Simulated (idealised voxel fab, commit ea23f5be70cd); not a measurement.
process module | voxel ribs on slabs
cross-section cut | 300 nm wide | cells 5 nm
A cross-section is a grid of square cells, given in bands from the top down. A band is one or more rows of cells.
Each band's line starts with the height of the band's top and of its bottom, in nm. Then come its materials from left to right, each with its width in nm. One material with "throughout" fills the band from edge to edge. "air" is empty space.
Height 0 is the level under which the wafer as received is all one material. The lowest band goes on downwards, as in "0 down".
A width such as "30 to 40" changes by the same amount from each row of cells to the next, from the band's top row to its bottom row.
"no change" after a step means that no cell of the cross-section changed.
closed voids: empty space of 8 cells or more with no open way to the top, each as width x height at its distance from the left edge, in nm
after a step's settings: what the simulator itself notes on the step
overlay nm, on a step with a mask: how far to the right of its planned place the mask lay; to the left if negative
plan
1 op RECEIVE | material Si
2 op DIRECTIONAL_DEP | material SiO2 | thk nm 30
3 op DIRECTIONAL_DEP | material polySi | thk nm 20
4 op MASKED_ETCH | tone cover | mask id RIB | width nm 20 | etch materials polySi | depth nm 5 | overlay nm 0
5 op DIRECTIONAL_DEP | material aC | thk nm 10
6 op PATTERN | tone cover | mask id SLAB | material resist | width nm 50 | thk nm 30 | overlay nm 0
7 op DIRECTIONAL_ETCH | etch materials aC | depth nm 10
8 op STRIP | etch materials resist
9 op DIRECTIONAL_ETCH | etch materials polySi | depth nm 15
10 op STRIP | etch materials aC
11 op FILL_DEP | material SiO2 | thk nm 25
12 op CMP | height nm 70
13 op DIRECTIONAL_DEP | material TiN | thk nm 10
14 op PATTERN | tone cover | mask id HEATER | material resist | width nm 30 | thk nm 15 | overlay nm 0
15 op DIRECTIONAL_ETCH | etch materials TiN | depth nm 10
16 op STRIP | etch materials resist
17 op CONFORMAL_DEP | material SiO2 | thk nm 5
as received, after step 1
  0 down: Si throughout
  closed voids: none
first wafer at the end, as planned
  85 to 80: air 130 | SiO2 40 | air 130
  80 to 75: air 130 | SiO2 5 | TiN 30 | SiO2 5 | air 130
  75 to 70: SiO2 135 | TiN 30 | SiO2 135
  70 to 50: SiO2 throughout
  50 to 45: SiO2 140 | polySi 20 | SiO2 140
  45 to 30: SiO2 125 | polySi 50 | SiO2 125
  30 to 0: SiO2 throughout
  0 down: Si throughout
  closed voids: none
second wafer at the end: like start, like plan, one mistake
  85 to 80: air 130 | SiO2 40 | air 130
  80 to 75: air 130 | SiO2 5 | TiN 30 | SiO2 5 | air 130
  75 to 70: SiO2 135 | TiN 30 | SiO2 135
  70 to 60: SiO2 125 | polySi 50 | SiO2 125
  60 to 0: SiO2 throughout
  0 down: Si throughout
  closed voids: none
what went wrong: step 2 was run twice
at the end the second wafer has, in cells: 14 more of SiO2 | 14 fewer of polySi
